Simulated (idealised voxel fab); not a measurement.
Presented below is a process module, voxel capacitor over wiring.
Displayed cross-section: cut, width of 260 nm, square cells sized 5 nm.
Square cells in a grid make up a cross-section in this document, and the grid is given as bands, listed from the top down, each one or more rows of cells.
The band entry comprises the height of the band's top followed by the height of its bottom, expressed in nm, and subsequently the band's materials from left to right, each stated together with its width in nm. Where a single material is marked with the word "all across", that material fills the band from edge to edge. The word "blank" represents empty space.
A quick word on heights: they are counted from 0, and under that level the wafer as it came to us is one material throughout. The lowest band is different from the rest in having no bottom; it simply continues downward, written as in "0 down".
Think of "30 to 40" as a width that walks from the first number to the second as you go down the band, top row to bottom row, taking equal-sized steps from row to row.
Reading "remains unaltered" for a step: not a cell of the cross-section changed in it.
Entry "Unvented internal voids". Content: empty spaces with no open connection to the top, size 8 cells or greater. Each: width x height at distance. Distance: from left edge. Unit: nm.
Text after the settings on a step's line: the simulator's own remark on that step.
A step line may carry the setting "overlay nm", which, for steps involving a mask, states the distance by which the mask lay to the right of its intended position; negative values denote displacement to the left.
### Here's what the planned process steps look like
1. RECEIVE with material Si
2. CONFORMAL_DEP with material SiO2, thk nm 10
3. CONFORMAL_DEP with material SiN, thk nm 5
4. DIRECTIONAL_DEP with material lowk, thk nm 15
5. PATTERN with tone open, mask id METAL_1, material resist, width nm 30, pitch nm 90, thk nm 15, overlay nm 0
6. DIRECTIONAL_ETCH with etch materials lowk, depth nm 15
7. DIRECTIONAL_ETCH with etch materials SiN, depth nm 5
8. STRIP with etch materials resist
9. CONFORMAL_DEP with material TiN, thk nm 5
10. FILL_DEP with material Cu, thk nm 10
11. CMP with height nm 30
12. CONFORMAL_DEP with material SiCN, thk nm 5
13. DIRECTIONAL_DEP with material SiO2, thk nm 10
14. MASKED_ETCH with tone open, mask id PLUG_1, width nm 15, etch materials SiO2, depth nm 10, overlay nm 0
15. MASKED_ETCH with tone open, mask id PLUG_1, width nm 15, etch materials SiCN, depth nm 5, overlay nm 0
16. EPI with material Ru, thk nm 10
17. EPI with material Ru, thk nm 5
18. DIRECTIONAL_DEP with material TiN, thk nm 10
19. DIRECTIONAL_DEP with material HfO2, thk nm 5
20. DIRECTIONAL_DEP with material TiN, thk nm 5
21. PATTERN with tone cover, mask id UPPER_PLATE, material resist, width nm 65, thk nm 15, overlay nm 0
22. DIRECTIONAL_ETCH with etch materials TiN, depth nm 5
23. DIRECTIONAL_ETCH with etch materials HfO2, depth nm 5
24. STRIP with etch materials resist
25. DIRECTIONAL_DEP with material aC, thk nm 15
26. PATTERN with tone cover, mask id LOWER_PLATE, material resist, width nm 75, thk nm 35, overlay nm 0
27. DIRECTIONAL_ETCH with etch materials aC, depth nm 15
28. STRIP with etch materials resist
29. DIRECTIONAL_ETCH with etch materials TiN, depth nm 10
30. STRIP with etch materials aC
31. FILL_DEP with material SiO2, thk nm 15
32. CMP with height nm 75
33. PATTERN with tone open, mask id PLUG_2, material resist, width nm 15, thk nm 15, overlay nm 0
34. DIRECTIONAL_ETCH with etch materials SiO2, depth nm 10
35. STRIP with etch materials resist
36. CONFORMAL_DEP with material TiN, thk nm 5
37. FILL_DEP with material Cu, thk nm 10
38. CMP with height nm 75
39. CONFORMAL_DEP with material SiN, thk nm 5
### First of two wafers: run as planned
### Wafer cross-section on receipt, i.e. after step 1
	0 down = Si all across
	Unvented internal voids: none
### Cross-section through the wafer, step 2 finished
	10 to 0 = SiO2 all across
	No changes below 0.
### Cross-section through the wafer, step 3 finished
	15 to 10 = SiN all across
	No changes below 10.
### Cross-section through the wafer, step 4 finished
	30 to 15 = lowk all across
	No changes below 15.
### Cross-section through the wafer, step 5 finished
	45 to 30 = 70 resist  30 blank  60 resist  30 blank  70 resist
	No changes below 30.
### Cross-section through the wafer, step 6 finished
	45 to 30 = 70 resist  30 blank  60 resist  30 blank  70 resist
	30 to 15 = 70 lowk  30 blank  60 lowk  30 blank  70 lowk
	No changes below 15.
### Cross-section through the wafer, step 7 finished
	45 to 30 = 70 resist  30 blank  60 resist  30 blank  70 resist
	30 to 15 = 70 lowk  30 blank  60 lowk  30 blank  70 lowk
	15 to 10 = 70 SiN  30 blank  60 SiN  30 blank  70 SiN
	No changes below 10.
### Cross-section through the wafer, step 8 finished
	30 to 15 = 70 lowk  30 blank  60 lowk  30 blank  70 lowk
	No changes below 15.
### Cross-section through the wafer, step 9 finished
	35 to 30 = 75 TiN  20 blank  70 TiN  20 blank  75 TiN
	30 to 15 = 70 lowk  5 TiN  20 blank  5 TiN  60 lowk  5 TiN  20 blank  5 TiN  70 lowk
	15 to 10 = 70 SiN  30 TiN  60 SiN  30 TiN  70 SiN
	No changes below 10.
### Cross-section through the wafer, step 10 finished
	45 to 35 = Cu all across
	35 to 30 = 75 TiN  20 Cu  70 TiN  20 Cu  75 TiN
	30 to 15 = 70 lowk  5 TiN  20 Cu  5 TiN  60 lowk  5 TiN  20 Cu  5 TiN  70 lowk
	No changes below 15.
### Cross-section through the wafer, step 11 finished
	30 to 15 = 70 lowk  5 TiN  20 Cu  5 TiN  60 lowk  5 TiN  20 Cu  5 TiN  70 lowk
	No changes below 15.
### Cross-section through the wafer, step 12 finished
	35 to 30 = SiCN all across
	No changes below 30.
### Cross-section through the wafer, step 13 finished
	45 to 35 = SiO2 all across
	No changes below 35.
### Cross-section through the wafer, step 14 finished
	45 to 35 = 85 SiO2  15 blank  160 SiO2
	No changes below 35.
### Cross-section through the wafer, step 15 finished
	45 to 35 = 85 SiO2  15 blank  160 SiO2
	35 to 30 = 85 SiCN  15 blank  160 SiCN
	No changes below 30.
### Cross-section through the wafer, step 16 finished
	45 to 40 = 85 SiO2  15 blank  160 SiO2
	40 to 35 = 85 SiO2  15 Ru  160 SiO2
	35 to 30 = 85 SiCN  15 Ru  160 SiCN
	No changes below 30.
### Cross-section through the wafer, step 17 finished
	45 to 35 = 85 SiO2  15 Ru  160 SiO2
	No changes below 35.
### Cross-section through the wafer, step 18 finished
	55 to 45 = TiN all across
	No changes below 45.
### Cross-section through the wafer, step 19 finished
	60 to 55 = HfO2 all across
	No changes below 55.
### Cross-section through the wafer, step 20 finished
	65 to 60 = TiN all across
	No changes below 60.
### Cross-section through the wafer, step 21 finished
	80 to 65 = 85 blank  65 resist  110 blank
	No changes below 65.
### Cross-section through the wafer, step 22 finished
	80 to 65 = 85 blank  65 resist  110 blank
	65 to 60 = 85 blank  65 TiN  110 blank
	No changes below 60.
### Cross-section through the wafer, step 23 finished
	80 to 65 = 85 blank  65 resist  110 blank
	65 to 60 = 85 blank  65 TiN  110 blank
	60 to 55 = 85 blank  65 HfO2  110 blank
	No changes below 55.
### Cross-section through the wafer, step 24 finished
	65 to 60 = 85 blank  65 TiN  110 blank
	No changes below 60.
### Cross-section through the wafer, step 25 finished
	80 to 70 = 85 blank  65 aC  110 blank
	70 to 65 = aC all across
	65 to 60 = 85 aC  65 TiN  110 aC
	60 to 55 = 85 aC  65 HfO2  110 aC
	No changes below 55.
### Cross-section through the wafer, step 26 finished
	115 to 80 = 80 blank  75 resist  105 blank
	80 to 70 = 80 blank  5 resist  65 aC  5 resist  105 blank
	No changes below 70.
### Cross-section through the wafer, step 27 finished
	100 to 80 = 80 blank  75 resist  105 blank
	80 to 70 = 80 blank  5 resist  65 aC  5 resist  105 blank
	70 to 65 = 80 blank  75 aC  105 blank
	65 to 60 = 80 blank  5 aC  65 TiN  5 aC  105 blank
	60 to 55 = 80 blank  5 aC  65 HfO2  5 aC  105 blank
	No changes below 55.
### Cross-section through the wafer, step 28 finished
	80 to 70 = 85 blank  65 aC  110 blank
	No changes below 70.
### Cross-section through the wafer, step 29 finished
	80 to 70 = 85 blank  65 aC  110 blank
	70 to 65 = 80 blank  75 aC  105 blank
	65 to 60 = 80 blank  5 aC  65 TiN  5 aC  105 blank
	60 to 55 = 80 blank  5 aC  65 HfO2  5 aC  105 blank
	55 to 45 = 80 blank  75 TiN  105 blank
	No changes below 45.
### Cross-section through the wafer, step 30 finished
	65 to 60 = 85 blank  65 TiN  110 blank
	60 to 55 = 85 blank  65 HfO2  110 blank
	No changes below 55.
### Cross-section through the wafer, step 31 finished
	80 to 65 = SiO2 all across
	65 to 60 = 85 SiO2  65 TiN  110 SiO2
	60 to 55 = 85 SiO2  65 HfO2  110 SiO2
	55 to 45 = 80 SiO2  75 TiN  105 SiO2
	No changes below 45.
### Cross-section through the wafer, step 32 finished
	75 to 65 = SiO2 all across
	No changes below 65.
### Cross-section through the wafer, step 33 finished
	90 to 75 = 95 resist  15 blank  150 resist
	No changes below 75.
### Cross-section through the wafer, step 34 finished
	90 to 75 = 95 resist  15 blank  150 resist
	75 to 65 = 95 SiO2  15 blank  150 SiO2
	No changes below 65.
### Cross-section through the wafer, step 35 finished
	75 to 65 = 95 SiO2  15 blank  150 SiO2
	No changes below 65.
### Cross-section through the wafer, step 36 finished
	80 to 75 = 100 TiN  5 blank  155 TiN
	75 to 70 = 95 SiO2  5 TiN  5 blank  5 TiN  150 SiO2
	70 to 60 = 95 to 85 SiO2  15 to 65 TiN  150 to 110 SiO2
	No changes below 60.
### Cross-section through the wafer, step 37 finished
	90 to 80 = Cu all across
	80 to 75 = 100 TiN  5 Cu  155 TiN
	75 to 70 = 95 SiO2  5 TiN  5 Cu  5 TiN  150 SiO2
	No changes below 70.
### Cross-section through the wafer, step 38 finished
	75 to 70 = 95 SiO2  5 TiN  5 Cu  5 TiN  150 SiO2
	No changes below 70.
### Cross-section through the wafer, step 39 finished
	80 to 75 = SiN all across
	No changes below 75.
### Regarding the second of the two wafers: it shared the first wafer's starting condition and process plan, yet one error occurred during its execution. Its history coincides with that of the first wafer up to and including step 13
### Look at the second wafer in cross-section at the time step 14 ought to have finished
	45 to 35 = 80 SiO2  25 blank  155 SiO2
	No changes below 35.
### Look at the second wafer in cross-section at the time step 15 ought to have finished
	45 to 35 = 80 SiO2  25 blank  155 SiO2
	35 to 30 = 85 SiCN  15 blank  160 SiCN
	No changes below 30.
### Look at the second wafer in cross-section at the time step 16 ought to have finished
	45 to 40 = 80 SiO2  25 blank  155 SiO2
	40 to 35 = 80 SiO2  25 Ru  155 SiO2
	35 to 30 = 85 SiCN  15 Ru  160 SiCN
	No changes below 30.
### Look at the second wafer in cross-section at the time step 17 ought to have finished
	45 to 35 = 80 SiO2  25 Ru  155 SiO2
	No changes below 35.
### Look at the second wafer in cross-section at the time step 18 ought to have finished
	55 to 45 = TiN all across
	No changes below 45.
### Look at the second wafer in cross-section at the time step 19 ought to have finished
	60 to 55 = HfO2 all across
	No changes below 55.
### Look at the second wafer in cross-section at the time step 20 ought to have finished
	65 to 60 = TiN all across
	No changes below 60.
### Look at the second wafer in cross-section at the time step 21 ought to have finished
	80 to 65 = 85 blank  65 resist  110 blank
	No changes below 65.
### Look at the second wafer in cross-section at the time step 22 ought to have finished
	80 to 65 = 85 blank  65 resist  110 blank
	65 to 60 = 85 blank  65 TiN  110 blank
	No changes below 60.
### Look at the second wafer in cross-section at the time step 23 ought to have finished
	80 to 65 = 85 blank  65 resist  110 blank
	65 to 60 = 85 blank  65 TiN  110 blank
	60 to 55 = 85 blank  65 HfO2  110 blank
	No changes below 55.
### Look at the second wafer in cross-section at the time step 24 ought to have finished
	65 to 60 = 85 blank  65 TiN  110 blank
	No changes below 60.
### Look at the second wafer in cross-section at the time step 25 ought to have finished
	80 to 70 = 85 blank  65 aC  110 blank
	70 to 65 = aC all across
	65 to 60 = 85 aC  65 TiN  110 aC
	60 to 55 = 85 aC  65 HfO2  110 aC
	No changes below 55.
### Look at the second wafer in cross-section at the time step 26 ought to have finished
	115 to 80 = 80 blank  75 resist  105 blank
	80 to 70 = 80 blank  5 resist  65 aC  5 resist  105 blank
	No changes below 70.
### Look at the second wafer in cross-section at the time step 27 ought to have finished
	100 to 80 = 80 blank  75 resist  105 blank
	80 to 70 = 80 blank  5 resist  65 aC  5 resist  105 blank
	70 to 65 = 80 blank  75 aC  105 blank
	65 to 60 = 80 blank  5 aC  65 TiN  5 aC  105 blank
	60 to 55 = 80 blank  5 aC  65 HfO2  5 aC  105 blank
	No changes below 55.
### Look at the second wafer in cross-section at the time step 28 ought to have finished
	80 to 70 = 85 blank  65 aC  110 blank
	No changes below 70.
### Look at the second wafer in cross-section at the time step 29 ought to have finished
	80 to 70 = 85 blank  65 aC  110 blank
	70 to 65 = 80 blank  75 aC  105 blank
	65 to 60 = 80 blank  5 aC  65 TiN  5 aC  105 blank
	60 to 55 = 80 blank  5 aC  65 HfO2  5 aC  105 blank
	55 to 45 = 80 blank  75 TiN  105 blank
	No changes below 45.
### Look at the second wafer in cross-section at the time step 30 ought to have finished
	65 to 60 = 85 blank  65 TiN  110 blank
	60 to 55 = 85 blank  65 HfO2  110 blank
	No changes below 55.
### Look at the second wafer in cross-section at the time step 31 ought to have finished
	80 to 65 = SiO2 all across
	65 to 60 = 85 SiO2  65 TiN  110 SiO2
	60 to 55 = 85 SiO2  65 HfO2  110 SiO2
	55 to 45 = 80 SiO2  75 TiN  105 SiO2
	No changes below 45.
### Look at the second wafer in cross-section at the time step 32 ought to have finished
	75 to 65 = SiO2 all across
	No changes below 65.
### Look at the second wafer in cross-section at the time step 33 ought to have finished
	90 to 75 = 95 resist  15 blank  150 resist
	No changes below 75.
### Look at the second wafer in cross-section at the time step 34 ought to have finished
	90 to 75 = 95 resist  15 blank  150 resist
	75 to 65 = 95 SiO2  15 blank  150 SiO2
	No changes below 65.
### Look at the second wafer in cross-section at the time step 35 ought to have finished
	75 to 65 = 95 SiO2  15 blank  150 SiO2
	No changes below 65.
### Look at the second wafer in cross-section at the time step 36 ought to have finished
	80 to 75 = 100 TiN  5 blank  155 TiN
	75 to 70 = 95 SiO2  5 TiN  5 blank  5 TiN  150 SiO2
	70 to 60 = 95 to 85 SiO2  15 to 65 TiN  150 to 110 SiO2
	No changes below 60.
### Look at the second wafer in cross-section at the time step 37 ought to have finished
	90 to 80 = Cu all across
	80 to 75 = 100 TiN  5 Cu  155 TiN
	75 to 70 = 95 SiO2  5 TiN  5 Cu  5 TiN  150 SiO2
	No changes below 70.
### Look at the second wafer in cross-section at the time step 38 ought to have finished
	75 to 70 = 95 SiO2  5 TiN  5 Cu  5 TiN  150 SiO2
	No changes below 70.
### Look at the second wafer in cross-section at the time step 39 ought to have finished
	80 to 75 = SiN all across
	No changes below 75.
Nonconformance to the process plan: in deviation from the planned setting, step 14 was conducted as MASKED_ETCH with tone open, mask id PLUG_1, width nm 25, etch materials SiO2, depth nm 10, overlay nm 0
Count the cells at the end and the second wafer has more or fewer of some materials than the first: Ru: 4 more, SiO2: 4 fewer
